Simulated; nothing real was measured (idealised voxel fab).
Process module heading - voxel wiring stack
The figure presents cross-section cut, which has a width of 165 nm and is divided into square cells with an edge length of 5 nm.
We lay out every cross-section as a grid of square cells and spell it out in bands from the top down, where one band means one or more rows of cells.
This entry defines a band. It first specifies the height of the band's top and the height of its bottom in nm, and then specifies the band's materials from left to right, stating each material with its width in nm. The word "everywhere" identifies a single material that fills the band from edge to edge, while the word "air" identifies empty space.
The reference from which all heights are counted is 0, the level beneath which the as-received wafer is entirely one material; the lowest band, having no lower bound, proceeds downward and is written after the example "0 -> down".
Width "30->40": first value at the band's top row of cells, second value at its bottom row, equal change from row to row.
Reading "nothing altered" for a step: not a cell of the cross-section changed in it.
"Completely enclosed voids" lists enclosed empty spaces (at least 8 cells, no open path upward to the top), each as width x height at distance from the left edge, in nm.
after a step's settings: what the simulator itself notes on the step
If you see "overlay nm" on a step's line and that step has a mask, it's telling you how far right of where it was planned the mask ended up; a negative number means it went left instead.
[Process steps (planned)]
1: RECEIVE,material Si
2: CONFORMAL_DEP,material SiO2,thk nm 15
3: CONFORMAL_DEP,material SiCN,thk nm 5
4: DIRECTIONAL_DEP,material SiO2,thk nm 20
5: PATTERN,tone open,mask id METAL_1,material resist,width nm 25,pitch nm 50,thk nm 20,overlay nm 0
6: DIRECTIONAL_ETCH,etch materials SiO2,depth nm 20
7: DIRECTIONAL_ETCH,etch materials SiCN,depth nm 5
8: STRIP,etch materials resist
9: CONFORMAL_DEP,material TiN,thk nm 5
10: FILL_DEP,material Cu,thk nm 10
11: CMP,height nm 40
12: EPI,material Ru,thk nm 5
13: FILL_DEP,material SiCN,thk nm 5
14: DIRECTIONAL_DEP,material SiO2,thk nm 15
15: DIRECTIONAL_DEP,material aC,thk nm 10
16: PATTERN,tone open,mask id PLUG_1,material resist,width nm 15,thk nm 25,overlay nm 0
17: DIRECTIONAL_ETCH,etch materials aC,depth nm 10
18: STRIP,etch materials resist
19: DIRECTIONAL_ETCH,etch materials SiO2,depth nm 15
20: DIRECTIONAL_ETCH,etch materials SiCN,depth nm 5
21: STRIP,etch materials aC
22: CONFORMAL_DEP,material TiN,thk nm 5
23: FILL_DEP,material Cu,thk nm 5
24: CMP,height nm 65
25: DIRECTIONAL_DEP,material TiN,thk nm 5
26: DIRECTIONAL_DEP,material W,thk nm 15
27: MASKED_ETCH,tone cover,mask id METAL_2,width nm 25,pitch nm 50,etch materials W,depth nm 15,overlay nm 0
28: MASKED_ETCH,tone cover,mask id METAL_2,width nm 25,pitch nm 50,etch materials TiN,depth nm 5,overlay nm 0
29: FILL_DEP,material lowk,thk nm 10
30: CMP,height nm 85
31: CONFORMAL_DEP,material SiCN,thk nm 5
32: DIRECTIONAL_DEP,material lowk,thk nm 25
33: DIRECTIONAL_DEP,material aC,thk nm 10
34: PATTERN,tone open,mask id METAL_3_HOLES,material resist,width nm 15,thk nm 30,overlay nm 0
35: DIRECTIONAL_ETCH,etch materials aC,depth nm 10
36: STRIP,etch materials resist
37: DIRECTIONAL_ETCH,etch materials lowk,depth nm 25
38: STRIP,etch materials aC
39: MASKED_ETCH,tone open,mask id METAL_3,width nm 25,pitch nm 50,etch materials lowk,depth nm 15,overlay nm 0
40: MASKED_ETCH,tone open,mask id METAL_3,width nm 25,pitch nm 50,etch materials SiCN,depth nm 5,overlay nm 0
41: CONFORMAL_DEP,material TiN,thk nm 5
42: FILL_DEP,material Ru,thk nm 5
43: CMP,height nm 115
44: CONFORMAL_DEP,material SiCN,thk nm 5
45: DIRECTIONAL_DEP,material SiO2,thk nm 30
46: DIRECTIONAL_DEP,material aC,thk nm 15
47: PATTERN,tone open,mask id METAL_4_HOLES,material resist,width nm 15,pitch nm 50,thk nm 30,overlay nm 0
48: DIRECTIONAL_ETCH,etch materials aC,depth nm 15
49: STRIP,etch materials resist
50: DIRECTIONAL_ETCH,etch materials SiO2,depth nm 30
51: STRIP,etch materials aC
52: DIRECTIONAL_DEP,material aC,thk nm 15
53: PATTERN,tone open,mask id METAL_4,material resist,width nm 25,pitch nm 50,thk nm 30,overlay nm 0
54: DIRECTIONAL_ETCH,etch materials aC,depth nm 15
55: STRIP,etch materials resist
56: DIRECTIONAL_ETCH,etch materials SiO2,depth nm 15
57: DIRECTIONAL_ETCH,etch materials SiCN,depth nm 5
58: STRIP,etch materials aC
59: CONFORMAL_DEP,material TiN,thk nm 5
60: FILL_DEP,material Cu,thk nm 5
61: CMP,height nm 150
62: CONFORMAL_DEP,material SiN,thk nm 5
[So this is the incoming wafer in cross-section - it's already been through step 1]
  0 -> down | Si everywhere
  Completely enclosed voids: none
[As-planned run: cross-section of the first of two wafers at end of module]
  155 -> 150 | SiN everywhere
  150 -> 140 | SiO2 45 nm / TiN 5 nm / Cu 15 nm / TiN 5 nm / SiO2 25 nm / TiN 5 nm / Cu 15 nm / TiN 5 nm / SiO2 45 nm
  140 -> 135 | SiO2 45 nm / TiN 5 nm / Cu 5 nm / TiN 15 nm / SiO2 25 nm / TiN 5 nm / Cu 5 nm / TiN 15 nm / SiO2 45 nm
  135 -> 120 | SiO2 45 nm / TiN 5 nm / Cu 5 nm / TiN 5 nm / SiO2 35 nm / TiN 5 nm / Cu 5 nm / TiN 5 nm / SiO2 55 nm
  120 -> 115 | SiCN 45 nm / TiN 15 nm / SiCN 35 nm / TiN 15 nm / SiCN 55 nm
  115 -> 105 | lowk 45 nm / TiN 5 nm / Ru 15 nm / TiN 5 nm / lowk 25 nm / TiN 5 nm / Ru 15 nm / TiN 5 nm / lowk 45 nm
  105 -> 100 | lowk 45 nm / TiN 5 nm / Ru 5 nm / TiN 15 nm / lowk 25 nm / TiN 25 nm / lowk 45 nm
  100 -> 90 | lowk 45 nm / TiN 5 nm / Ru 5 nm / TiN 5 nm / lowk 105 nm
  90 -> 85 | SiCN 45 nm / TiN 15 nm / SiCN 105 nm
  85 -> 70 | lowk 45 nm / W 25 nm / lowk 25 nm / W 25 nm / lowk 45 nm
  70 -> 65 | lowk 45 nm / TiN 25 nm / lowk 25 nm / TiN 25 nm / lowk 45 nm
  65 -> 50 | SiO2 45 nm / TiN 5 nm / Cu 5 nm / TiN 5 nm / SiO2 105 nm
  50 -> 45 | SiCN 45 nm / TiN 15 nm / SiCN 105 nm
  45 -> 40 | SiCN 40 nm / Ru 35 nm / SiCN 15 nm / Ru 35 nm / SiCN 40 nm
  40 -> 20 | SiO2 45 nm / TiN 5 nm / Cu 15 nm / TiN 5 nm / SiO2 25 nm / TiN 5 nm / Cu 15 nm / TiN 5 nm / SiO2 45 nm
  20 -> 15 | SiCN 45 nm / TiN 25 nm / SiCN 25 nm / TiN 25 nm / SiCN 45 nm
  15 -> 0 | SiO2 everywhere
  0 -> down | Si everywhere
  Completely enclosed voids: none
[Cross-sectional image of the second wafer of the two following completion of the module. Starting state and process plan were the same as for the first wafer; one execution error occurred]
  155 -> 150 | SiN everywhere
  150 -> 145 | Cu everywhere
  145 -> 140 | TiN 50 nm / Cu 15 nm / TiN 35 nm / Cu 15 nm / TiN 50 nm
  140 -> 130 | SiO2 45 nm / TiN 5 nm / Cu 15 nm / TiN 5 nm / SiO2 25 nm / TiN 5 nm / Cu 15 nm / TiN 5 nm / SiO2 45 nm
  130 -> 120 | SiO2 45 nm / TiN 5 nm / Cu 5 nm / TiN 15->5 nm / SiO2 25->35 nm / TiN 5 nm / Cu 5 nm / TiN 15->5 nm / SiO2 45->55 nm
  120 -> 115 | SiCN 45 nm / TiN 15 nm / SiCN 35 nm / TiN 15 nm / SiCN 55 nm
  115 -> 105 | lowk 45 nm / TiN 5 nm / Ru 15 nm / TiN 5 nm / lowk 25 nm / TiN 5 nm / Ru 15 nm / TiN 5 nm / lowk 45 nm
  105 -> 100 | lowk 45 nm / TiN 5 nm / Ru 5 nm / TiN 15 nm / lowk 25 nm / TiN 25 nm / lowk 45 nm
  100 -> 90 | lowk 45 nm / TiN 5 nm / Ru 5 nm / TiN 5 nm / lowk 105 nm
  90 -> 85 | SiCN 45 nm / TiN 15 nm / SiCN 105 nm
  85 -> 70 | lowk 45 nm / W 25 nm / lowk 25 nm / W 25 nm / lowk 45 nm
  70 -> 65 | lowk 45 nm / TiN 25 nm / lowk 25 nm / TiN 25 nm / lowk 45 nm
  65 -> 50 | SiO2 45 nm / TiN 5 nm / Cu 5 nm / TiN 5 nm / SiO2 105 nm
  50 -> 45 | SiCN 45 nm / TiN 15 nm / SiCN 105 nm
  45 -> 40 | SiCN 40 nm / Ru 35 nm / SiCN 15 nm / Ru 35 nm / SiCN 40 nm
  40 -> 20 | SiO2 45 nm / TiN 5 nm / Cu 15 nm / TiN 5 nm / SiO2 25 nm / TiN 5 nm / Cu 15 nm / TiN 5 nm / SiO2 45 nm
  20 -> 15 | SiCN 45 nm / TiN 25 nm / SiCN 25 nm / TiN 25 nm / SiCN 45 nm
  15 -> 0 | SiO2 everywhere
  0 -> down | Si everywhere
  Completely enclosed voids: none
Nonconformance to the process plan: step 45 ran differently from the plan; actual operation with settings: DIRECTIONAL_DEP,material SiO2,thk nm 20
Final cells, second wafer relative to first, materials higher or lower: +35 Cu, -54 SiO2, +19 TiN
